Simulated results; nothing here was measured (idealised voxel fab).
The process module presented herein is designated voxel trench capacitor.
The cross-section shown here is cut; it is 245 nm wide and divided into square cells measuring 5 nm on a side.
Format of a cross-section: grid, square cells. Given as bands. Order: top down. Band: one or more rows of cells. Within each band entry, the heights of the top and of the bottom of the band appear first, in that order and in nm; the materials of the band then follow from left to right, each with its corresponding width in nm. The designation "full width" on a single material indicates that it fills the band from edge to edge; the designation "air" indicates empty space. Note: height 0 marks the level under which the wafer is uniformly one material as received. Lowest band unbounded below, written "0 down". With a width like "30 to 40", each row of cells in the band differs from the next by the same amount, the top row carrying the first number and the bottom row the second. It should be understood that the words "nothing got changed", when stated for a given step, signify that the cross-section underwent no change in any of its cells during that step. For the entry "Unvented cavities", the listed items are empty spaces with no open way to the top whose size is 8 cells or more; each item follows the pattern width x height at distance, where distance is from the left edge and all three are in nm. Heads up: the bit after the settings on a step's line is the simulator's remark on that step. overlay nm: mask offset rightward from planned place, masked step; negative means leftward offset.
## Planned process steps
step 1: op RECEIVE | material Si
step 2: op CONFORMAL_DEP | material SiN | thk nm 10
step 3: op DIRECTIONAL_DEP | material aC | thk nm 10
step 4: op PATTERN | tone open | mask id TRENCH | material resist | width nm 25 | pitch nm 45 | thk nm 25 | overlay nm 0
step 5: op DIRECTIONAL_ETCH | etch materials aC | depth nm 10
step 6: op STRIP | etch materials resist
step 7: op DIRECTIONAL_ETCH | etch materials SiN | depth nm 10
step 8: op DIRECTIONAL_ETCH | etch materials Si | depth nm 35
step 9: op STRIP | etch materials aC
step 10: op CONFORMAL_DEP | material Al2O3 | thk nm 5
step 11: op CONFORMAL_DEP | material TiN | thk nm 5
step 12: op FILL_DEP | material W | thk nm 10
step 13: op CMP | height nm 10
## Incoming wafer, cross-sectional view, post step 1
> 0 down: Si full width
> Unvented cavities: none
## Starting wafer: above. Plan: above. Run: one mistake. Cross-section after the module: below
> 10 to 0: W: 75, TiN: 5, Al2O3: 5, SiN: 25, Al2O3: 5, TiN: 10, Al2O3: 5, SiN: 25, Al2O3: 5, TiN: 5, W: 80
> 0 to -25: W: 75, TiN: 5, Al2O3: 5, Si: 25, Al2O3: 5, TiN: 10, Al2O3: 5, Si: 25, Al2O3: 5, TiN: 5, W: 80
> -25 to -30: TiN: 80, Al2O3: 5, Si: 25, Al2O3: 5, TiN: 10, Al2O3: 5, Si: 25, Al2O3: 5, TiN: 85
> -30 to -35: Al2O3: 85, Si: 25, Al2O3: 20, Si: 25, Al2O3: 90
> -35 down: Si full width
> Unvented cavities: none
What went wrong in running the wafer? step 4 ran differently from the plan; actual operation with settings: op PATTERN | tone cover | mask id TRENCH | material resist | width nm 25 | pitch nm 45 | thk nm 25 | overlay nm 0
